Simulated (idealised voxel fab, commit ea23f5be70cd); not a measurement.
Title: Process Module voxel gate over fins
The figure presents cross-section cut, which has a width of 200 nm and is divided into square cells with an edge length of 5 nm.
Throughout this document, each cross-section is represented as a grid of square cells and is presented as a sequence of bands enumerated from the top downward, where a band comprises one or more rows of cells.
What a band's entry tells you: where the top is and where the bottom is, as heights in nm, and after that what lies inside, material by material from left to right, each with its width in nm. Empty space is written as the word "empty", and a single material marked with the word "everywhere" occupies the band from edge to edge.
Below 0: as-received wafer, all one material; heights counted from there. Lowest band: no bottom, goes on down, written "0 down".
The expression "30..40" gives the width at the extremes of the band, the first number at its top row of cells and the second at its bottom row, with the width changing by equal amounts from each row to the next in between.
It should be understood that the words "remained unchanged", when stated for a given step, signify that the cross-section underwent no change in any of its cells during that step.
Any empty space of 8 cells or more lacking an open way to the top shows up in "Cavities, closed" as width x height at distance, distance from the left edge, in nm.
after a step's settings: what the simulator itself notes on the step
overlay nm, on a step with a mask: how far to the right of its planned place the mask lay; to the left if negative
# Steps in the process plan
1. RECEIVE: material Si
2. CONFORMAL_DEP: material SiN, thk nm 10
3. DIRECTIONAL_DEP: material aC, thk nm 15
4. PATTERN: tone cover, mask id FINS, material resist, width nm 15, pitch nm 40, thk nm 35, overlay nm 0
5. DIRECTIONAL_ETCH: etch materials aC, depth nm 15
6. STRIP: etch materials resist
7. DIRECTIONAL_ETCH: etch materials SiN, depth nm 10
8. DIRECTIONAL_ETCH: etch materials Si, depth nm 35
9. STRIP: etch materials aC
10. OXIDIZE: depth nm 5
11. FILL_DEP: material SiO2, thk nm 15
12. CMP: height nm 10
13. SELECTIVE_ETCH: etch materials SiO2, depth nm 25
14. STRIP: etch materials SiN
15. CONFORMAL_DEP: material HfO2, thk nm 5
16. CONFORMAL_DEP: material TiN, thk nm 5
17. CONFORMAL_DEP: material TiAl, thk nm 5
18. CONFORMAL_DEP: material TiN, thk nm 5
19. FILL_DEP: material W, thk nm 10
20. CMP: height nm 25
21. CONFORMAL_DEP: material SiCN, thk nm 5
# Delivered wafer in cross-section: state after step 1
* 0 down = Si everywhere
* Cavities, closed: none
# End-of-module cross-section of the first of two wafers, processed as planned
* 30 to 25 = SiCN everywhere
* 25 to 20 = W everywhere
* 20 to 15 = W 35 / TiN 125 / W 40
* 15 to 10 = W 35 / TiN 5 / TiAl 35 / TiN 5 / TiAl 35 / TiN 5 / TiAl 35 / TiN 5 / W 40
* 10 to 5 = W 35 / TiN 5 / TiAl 5 / TiN 25 / TiAl 5 / TiN 5 / TiAl 5 / TiN 25 / TiAl 5 / TiN 5 / TiAl 5 / TiN 25 / TiAl 5 / TiN 5 / W 40
* 5 to 0 = TiN 40 / TiAl 5 / TiN 5 / HfO2 15 / TiN 5 / TiAl 5 / TiN 5 / TiAl 5 / TiN 5 / HfO2 15 / TiN 5 / TiAl 5 / TiN 5 / TiAl 5 / TiN 5 / HfO2 15 / TiN 5 / TiAl 5 / TiN 45
* 0 to -5 = TiAl 45 / TiN 5 / HfO2 5 / Si 5 / HfO2 5 / TiN 5 / TiAl 15 / TiN 5 / HfO2 5 / Si 5 / HfO2 5 / TiN 5 / TiAl 15 / TiN 5 / HfO2 5 / Si 5 / HfO2 5 / TiN 5 / TiAl 50
* -5 to -10 = TiN 50 / HfO2 5 / Si 5 / HfO2 5 / TiN 25 / HfO2 5 / Si 5 / HfO2 5 / TiN 25 / HfO2 5 / Si 5 / HfO2 5 / TiN 55
* -10 to -15 = HfO2 55 / Si 5 / HfO2 35 / Si 5 / HfO2 35 / Si 5 / HfO2 60
* -15 to -40 = SiO2 55 / Si 5 / SiO2 35 / Si 5 / SiO2 35 / Si 5 / SiO2 60
* -40 down = Si everywhere
* Cavities, closed: none
# Now the second wafer, cross-sectioned at the end of the module. Nothing different at the start, nothing different in the plan compared with the first, just one mistake when it was actually run
* 30 to 25 = SiCN everywhere
* 25 to 20 = W 25 / TiN 5 / TiAl 135 / TiN 5 / W 30
* 20 to 15 = W 25 / TiN 5 / TiAl 5 / TiN 125 / TiAl 5 / TiN 5 / W 30
* 15 to 10 = TiN 30 / TiAl 5 / TiN 5 / HfO2 35 / TiN 5 / HfO2 35 / TiN 5 / HfO2 35 / TiN 5 / TiAl 5 / TiN 35
* 10 to 5 = TiAl 35 / TiN 5 / HfO2 35 / TiN 5 / HfO2 35 / TiN 5 / HfO2 35 / TiN 5 / TiAl 40
* 5 to 0 = TiN 40 / HfO2 35 / TiN 5 / HfO2 35 / TiN 5 / HfO2 35 / TiN 45
* 0 to -15 = HfO2 55 / Si 5 / HfO2 35 / Si 5 / HfO2 35 / Si 5 / HfO2 60
* -15 to -40 = SiO2 55 / Si 5 / SiO2 35 / Si 5 / SiO2 35 / Si 5 / SiO2 60
* -40 down = Si everywhere
* Cavities, closed: none
What was the processing mistake? rather than as planned, step 15 actually ran as CONFORMAL_DEP: material HfO2, thk nm 15
Once processing is complete, comparing cell counts shows that the second wafer has more or fewer of certain materials than the first: 116 more of HfO2; 12 fewer of TiAl; 41 fewer of TiN; 63 fewer of W
